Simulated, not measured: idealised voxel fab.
voxel local oxidation: a process module
For reference, the cross-section in this document is cut, with width 295 nm and square cells of 5 nm.
The cross-sections in this document take the form of a grid made of square cells. They are written out as bands, in order from top to bottom. Each band consists of one or more rows of cells.
The band entry comprises the height of the band's top followed by the height of its bottom, expressed in nm, and subsequently the band's materials from left to right, each stated together with its width in nm. Where a single material is marked with the word "throughout", that material fills the band from edge to edge. The word "empty" represents empty space.
It should be noted that heights are counted from 0, beneath which the wafer as supplied is of one material throughout, and that the lowest band possesses no lower boundary but continues downward, as written in "0..down".
You'd read "30..40" like this: the band's top row of cells is as wide as the first number, its bottom row is as wide as the second, and going down, every row changes width by the same amount as the row before did.
"no modifications" (step): cross-section cells unchanged, all of them.
The entry "Enclosed empty spaces" lists the empty spaces that cover at least 8 cells and have no open path to the top. Each is written as width x height at distance, where the distance is measured from the left edge and all three values are in nm.
Heads up: the bit after the settings on a step's line is the simulator's remark on that step.
Regarding "overlay nm": on a step with a mask, it is the distance the mask lay to the right of its planned place; a negative value places it to the left.

Listed below are the process steps as planned:
- 1: RECEIVE,material Si
- 2: CONFORMAL_DEP,material SiO2,thk nm 5
- 3: CONFORMAL_DEP,material SiN,thk nm 15
- 4: MASKED_ETCH,tone cover,mask id ACTIVE,width nm 100,etch materials SiN,depth nm 15,overlay nm 0
- 5: SELECTIVE_ETCH,etch materials SiO2,depth nm 5
- 6: OXIDIZE,depth nm 10
- 7: STRIP,etch materials SiN

Cross-section of the wafer as it came to us, i.e., already through step 1:
  0..down | Si throughout
  Enclosed empty spaces: none

Run as planned - first of the two wafers cross-sectioned at the end of the module:
  5..0 | 100 of empty, 90 of SiO2, 105 of empty
  0..-10 | 110 of SiO2, 70 of Si, 115 of SiO2
  -10..down | Si throughout
  Enclosed empty spaces: none

Here's the second of our two wafers sectioned at module end. Same start as the first, same plan, but one mistake got made running it:
  20..5 | 95 of empty, 100 of SiN, 100 of empty
  5..0 | 100 of empty, 90 of SiO2, 105 of empty
  0..-10 | 110 of SiO2, 70 of Si, 115 of SiO2
  -10..down | Si throughout
  Enclosed empty spaces: none
Misprocessing identified: step 7 of the plan was omitted and not executed
At the finish, the second wafer shows more or fewer cells for some materials than the first does: SiN +60
